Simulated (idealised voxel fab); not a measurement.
This is a process module. Its name is voxel double patterning.
The figure presents cross-section cut, which has a width of 300 nm and is divided into square cells with an edge length of 5 nm.
Cross-section layout: square cells on a grid; listed as bands, top to bottom; a band spans one or more cell rows. Band: top height; bottom height; in nm. Then, left to right: material with width in nm, for each material. "everywhere": a single material spanning edge to edge. "empty": empty space. Heights are measured from 0, the level below which the as-received wafer is all one material; the lowest band has no bottom and continues downward, written as in "0 nm and below". A two-number width, for instance "30->40", indicates that the width is equal to the first number in the top row of the band and to the second number in the bottom row, and that it changes by a constant amount per row of cells. The cross-section has no changed cell in any step marked "same as before". Any empty space of 8 cells or more lacking an open way to the top shows up in "Closed void listing" as width x height at distance, distance from the left edge, in nm. Heads up: the bit after the settings on a step's line is the simulator's remark on that step. "overlay nm" denotes, for a step that has a mask, the displacement of the mask to the right of its planned place, with negative values corresponding to the left.
List of planned process steps:
1,op RECEIVE | material Si
2,op CONFORMAL_DEP | material SiO2 | thk nm 5
3,op DIRECTIONAL_DEP | material W | thk nm 15
4,op DIRECTIONAL_DEP | material SiCN | thk nm 10
5,op DIRECTIONAL_DEP | material aC | thk nm 15
6,op PATTERN | tone open | mask id FIRST | material resist | width nm 15 | pitch nm 50 | thk nm 30 | overlay nm 0
7,op DIRECTIONAL_ETCH | etch materials aC | depth nm 15
8,op STRIP | etch materials resist
9,op DIRECTIONAL_ETCH | etch materials SiCN | depth nm 10
10,op STRIP | etch materials aC
11,op PATTERN | tone open | mask id SECOND | material resist | width nm 15 | pitch nm 50 | thk nm 15 | overlay nm 0
12,op DIRECTIONAL_ETCH | etch materials SiCN | depth nm 10
13,op STRIP | etch materials resist
14,op DIRECTIONAL_ETCH | etch materials W | depth nm 15
15,op STRIP | etch materials SiCN
The first of the two wafers, which ran as planned:
So this is the incoming wafer in cross-section - it's already been through step 1:
    0 nm and below  Si everywhere
    Closed void listing: none
Wafer section view after processing step 2:
    5 nm to 0 nm  SiO2 everywhere
    No changes below 0.
Wafer section view after processing step 3:
    20 nm to 5 nm  W everywhere
    No changes below 5.
Wafer section view after processing step 4:
    30 nm to 20 nm  SiCN everywhere
    No changes below 20.
Wafer section view after processing step 5:
    45 nm to 30 nm  aC everywhere
    No changes below 30.
Wafer section view after processing step 6:
    75 nm to 45 nm  90 of resist, 15 of empty, 35 of resist, 15 of empty, 35 of resist, 15 of empty, 95 of resist
    No changes below 45.
Wafer section view after processing step 7:
    60 nm to 45 nm  90 of resist, 15 of empty, 35 of resist, 15 of empty, 35 of resist, 15 of empty, 95 of resist
    45 nm to 30 nm  90 of aC, 15 of empty, 35 of aC, 15 of empty, 35 of aC, 15 of empty, 95 of aC
    No changes below 30.
Wafer section view after processing step 8:
    45 nm to 30 nm  90 of aC, 15 of empty, 35 of aC, 15 of empty, 35 of aC, 15 of empty, 95 of aC
    No changes below 30.
Wafer section view after processing step 9:
    45 nm to 30 nm  90 of aC, 15 of empty, 35 of aC, 15 of empty, 35 of aC, 15 of empty, 95 of aC
    30 nm to 20 nm  90 of SiCN, 15 of empty, 35 of SiCN, 15 of empty, 35 of SiCN, 15 of empty, 95 of SiCN
    No changes below 20.
Wafer section view after processing step 10:
    30 nm to 20 nm  90 of SiCN, 15 of empty, 35 of SiCN, 15 of empty, 35 of SiCN, 15 of empty, 95 of SiCN
    No changes below 20.
Wafer section view after processing step 11:
    45 nm to 30 nm  115 of resist, 15 of empty, 35 of resist, 15 of empty, 120 of resist
    30 nm to 20 nm  90 of SiCN, 15 of resist, 35 of SiCN, 15 of resist, 35 of SiCN, 15 of resist, 95 of SiCN
    No changes below 20.
Wafer section view after processing step 12:
    45 nm to 30 nm  115 of resist, 15 of empty, 35 of resist, 15 of empty, 120 of resist
    30 nm to 20 nm  90 of SiCN, 15 of resist, 10 of SiCN, 15 of empty, 10 of SiCN, 15 of resist, 10 of SiCN, 15 of empty, 10 of SiCN, 15 of resist, 95 of SiCN
    No changes below 20.
Wafer section view after processing step 13:
    30 nm to 20 nm  90 of SiCN, 15 of empty, 10 of SiCN, 15 of empty, 10 of SiCN, 15 of empty, 10 of SiCN, 15 of empty, 10 of SiCN, 15 of empty, 95 of SiCN
    No changes below 20.
Wafer section view after processing step 14:
    30 nm to 20 nm  90 of SiCN, 15 of empty, 10 of SiCN, 15 of empty, 10 of SiCN, 15 of empty, 10 of SiCN, 15 of empty, 10 of SiCN, 15 of empty, 95 of SiCN
    20 nm to 5 nm  90 of W, 15 of empty, 10 of W, 15 of empty, 10 of W, 15 of empty, 10 of W, 15 of empty, 10 of W, 15 of empty, 95 of W
    No changes below 5.
Wafer section view after processing step 15:
    20 nm to 5 nm  90 of W, 15 of empty, 10 of W, 15 of empty, 10 of W, 15 of empty, 10 of W, 15 of empty, 10 of W, 15 of empty, 95 of W
    No changes below 5.
The remaining wafer, second of the two, started like the first and was run to the same plan, except that one mistake was made along the way; the two coincide through step 2, inclusive:
X-section, second wafer, when step 3 was due to finish:
    35 nm to 5 nm  W everywhere
    No changes below 5.
X-section, second wafer, when step 4 was due to finish:
    45 nm to 35 nm  SiCN everywhere
    No changes below 35.
X-section, second wafer, when step 5 was due to finish:
    60 nm to 45 nm  aC everywhere
    No changes below 45.
X-section, second wafer, when step 6 was due to finish:
    90 nm to 60 nm  90 of resist, 15 of empty, 35 of resist, 15 of empty, 35 of resist, 15 of empty, 95 of resist
    No changes below 60.
X-section, second wafer, when step 7 was due to finish:
    75 nm to 60 nm  90 of resist, 15 of empty, 35 of resist, 15 of empty, 35 of resist, 15 of empty, 95 of resist
    60 nm to 45 nm  90 of aC, 15 of empty, 35 of aC, 15 of empty, 35 of aC, 15 of empty, 95 of aC
    No changes below 45.
X-section, second wafer, when step 8 was due to finish:
    60 nm to 45 nm  90 of aC, 15 of empty, 35 of aC, 15 of empty, 35 of aC, 15 of empty, 95 of aC
    No changes below 45.
X-section, second wafer, when step 9 was due to finish:
    60 nm to 45 nm  90 of aC, 15 of empty, 35 of aC, 15 of empty, 35 of aC, 15 of empty, 95 of aC
    45 nm to 35 nm  90 of SiCN, 15 of empty, 35 of SiCN, 15 of empty, 35 of SiCN, 15 of empty, 95 of SiCN
    No changes below 35.
X-section, second wafer, when step 10 was due to finish:
    45 nm to 35 nm  90 of SiCN, 15 of empty, 35 of SiCN, 15 of empty, 35 of SiCN, 15 of empty, 95 of SiCN
    No changes below 35.
X-section, second wafer, when step 11 was due to finish:
    60 nm to 45 nm  115 of resist, 15 of empty, 35 of resist, 15 of empty, 120 of resist
    45 nm to 35 nm  90 of SiCN, 15 of resist, 35 of SiCN, 15 of resist, 35 of SiCN, 15 of resist, 95 of SiCN
    No changes below 35.
X-section, second wafer, when step 12 was due to finish:
    60 nm to 45 nm  115 of resist, 15 of empty, 35 of resist, 15 of empty, 120 of resist
    45 nm to 35 nm  90 of SiCN, 15 of resist, 10 of SiCN, 15 of empty, 10 of SiCN, 15 of resist, 10 of SiCN, 15 of empty, 10 of SiCN, 15 of resist, 95 of SiCN
    No changes below 35.
X-section, second wafer, when step 13 was due to finish:
    45 nm to 35 nm  90 of SiCN, 15 of empty, 10 of SiCN, 15 of empty, 10 of SiCN, 15 of empty, 10 of SiCN, 15 of empty, 10 of SiCN, 15 of empty, 95 of SiCN
    No changes below 35.
X-section, second wafer, when step 14 was due to finish:
    45 nm to 35 nm  90 of SiCN, 15 of empty, 10 of SiCN, 15 of empty, 10 of SiCN, 15 of empty, 10 of SiCN, 15 of empty, 10 of SiCN, 15 of empty, 95 of SiCN
    35 nm to 20 nm  90 of W, 15 of empty, 10 of W, 15 of empty, 10 of W, 15 of empty, 10 of W, 15 of empty, 10 of W, 15 of empty, 95 of W
    No changes below 20.
X-section, second wafer, when step 15 was due to finish:
    35 nm to 20 nm  90 of W, 15 of empty, 10 of W, 15 of empty, 10 of W, 15 of empty, 10 of W, 15 of empty, 10 of W, 15 of empty, 95 of W
    No changes below 20.
Which mistake was made when the wafer was run? step 3 of the plan was carried out twice
FYI, end of process, the second wafer has more or fewer cells of some materials than the first: 180 more of W
